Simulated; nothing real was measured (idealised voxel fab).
process module | voxel ribs on slabs
Xsec cut, 245 nm wide, square cell size 5 nm.
This document writes a cross-section as a grid whose cells are square, and gives it as bands, listed from the top down; one or more rows of cells form a band.
What a band's entry tells you: where the top is and where the bottom is, as heights in nm, and after that what lies inside, material by material from left to right, each with its width in nm. Empty space is written as the word "empty", and a single material marked with the word "all across" occupies the band from edge to edge.
It should be noted that heights are counted from 0, beneath which the wafer as supplied is of one material throughout, and that the lowest band possesses no lower boundary but continues downward, as written in "0 and below".
A width such as "30..40" changes by the same amount from each row of cells to the next, from the band's top row to its bottom row.
Reading "stayed the same" for a step: not a cell of the cross-section changed in it.
Closed-off voids of 8+ cells (no open route to the top) go in "Voids, fully enclosed", written width x height at distance from the left edge, in nm.
It should be noted that, on the line of a given step, the content following the step's settings is a remark produced by the simulator itself with respect to that step.
The "overlay nm" setting may appear on a step's line; for a step that uses a mask, it gives how far to the right of its planned position the mask lay, and a negative value indicates the left.

# Intended process steps
1 RECEIVE, material Si
2 DIRECTIONAL_DEP, material SiO2, thk nm 20
3 DIRECTIONAL_DEP, material SiN, thk nm 20
4 MASKED_ETCH, tone cover, mask id RIB, width nm 15, etch materials SiN, depth nm 10, overlay nm 0
5 MASKED_ETCH, tone cover, mask id SLAB, width nm 45, etch materials SiN, depth nm 10, overlay nm 0
6 FILL_DEP, material SiO2, thk nm 25
7 CMP, height nm 55
8 DIRECTIONAL_DEP, material W, thk nm 10
9 DIRECTIONAL_DEP, material aC, thk nm 15
10 PATTERN, tone cover, mask id HEATER, material resist, width nm 25, thk nm 30, overlay nm 0
11 DIRECTIONAL_ETCH, etch materials aC, depth nm 15
12 STRIP, etch materials resist
13 DIRECTIONAL_ETCH, etch materials W, depth nm 10
14 STRIP, etch materials aC
15 CONFORMAL_DEP, material SiO2, thk nm 5

# Wafer as received: cross-section following step 1
	0 and below: Si all across
	Voids, fully enclosed: none

# Figure: cross-sectional view of the wafer upon completion of the module, processed from the initial state and according to the plan depicted above, with one error introduced during execution
	70 down to 65: empty (105), SiO2 (35), empty (105)
	65 down to 60: empty (105), SiO2 (5), W (25), SiO2 (5), empty (105)
	60 down to 55: SiO2 (110), W (25), SiO2 (110)
	55 down to 50: SiO2 (115), SiN (15), SiO2 (115)
	50 down to 40: SiO2 (100), SiN (45), SiO2 (100)
	40 down to 0: SiO2 all across
	0 and below: Si all across
	Voids, fully enclosed: none
Misprocessing identified: plan step 2 was conducted twice
